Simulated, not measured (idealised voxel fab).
The document below concerns the process module designated voxel quadruple lines.
Pictured: cross-section cut, 205 nm wide, on a grid of 5 nm square cells.
If you're reading a cross-section in this doc, picture square cells in a grid; it comes to you as bands, top ones listed first down to the bottom, and a band can be one or more rows of cells.
Heights first: top, then bottom, in nm. Then materials, left to right, each with a width in nm. "all across" on a single material: fills the band edge to edge. "blank": empty space.
The level at which height equals 0 is the one under which the wafer, as it arrives, is entirely one material. No lower edge exists for the bottom band, which continues downward and is notated as in "0..down".
Width spec "30->40" -> top row of cells at first value, bottom row at second value, equal per-row change in between.
Given "nothing was modified" for a step, no cell of the cross-section differs between before and after that step.
If an empty space has no open way to the top and is at least 8 cells in size, "Closed void register" lists it, written width x height at distance, where distance is measured from the left edge and every value is in nm.
Formally, on a step line, whatever follows the settings is a remark that the simulator itself makes on the step.
You can add "overlay nm" to a step's line. For a step with a mask, it describes how far the mask lay to the right of its planned position, and a negative number describes a lay to the left.

Steps planned for the process
1: RECEIVE, material Si
2: CONFORMAL_DEP, material SiO2, thk nm 5
3: DIRECTIONAL_DEP, material Ru, thk nm 15
4: DIRECTIONAL_DEP, material polySi, thk nm 15
5: DIRECTIONAL_DEP, material aC, thk nm 20
6: PATTERN, tone cover, mask id MANDREL, material resist, width nm 25, thk nm 25, overlay nm -15
7: DIRECTIONAL_ETCH, etch materials aC, depth nm 20
8: STRIP, etch materials resist
9: CONFORMAL_DEP, material SiO2, thk nm 15
10: DIRECTIONAL_ETCH, etch materials SiO2, depth nm 15
11: STRIP, etch materials aC
12: DIRECTIONAL_ETCH, etch materials polySi, depth nm 15
13: STRIP, etch materials SiO2
14: CONFORMAL_DEP, material SiCN, thk nm 5
15: DIRECTIONAL_ETCH, etch materials SiCN, depth nm 5
16: STRIP, etch materials polySi
17: DIRECTIONAL_ETCH, etch materials Ru, depth nm 15
18: STRIP, etch materials SiCN
19: FILL_DEP, material lowk, thk nm 5
20: CMP, height nm 20
Wafer-to-wafer difference: overlay nm, step 6. Common start. Plan = first wafer's value.

Cross-sectional view of the first of several wafers in the as-received condition, corresponding to the state following step 1
	0..down | Si all across
	Closed void register: none

Take any row and you have a wafer at the end of the module: how many cells of each material it has gained (+) or lost (-) since it was received, and then its closed voids
overlay nm -15, +12 Ru, +41 SiO2, +111 lowk, Closed void register: none
overlay nm -10, +12 Ru, +41 SiO2, +111 lowk, Closed void register: none
overlay nm -5, +12 Ru, +41 SiO2, +111 lowk, Closed void register: none
overlay nm 0, +12 Ru, +41 SiO2, +111 lowk, Closed void register: none
overlay nm 5, +12 Ru, +41 SiO2, +111 lowk, Closed void register: none
overlay nm 10, +12 Ru, +41 SiO2, +111 lowk, Closed void register: none
overlay nm 15, +12 Ru, +41 SiO2, +111 lowk, Closed void register: none
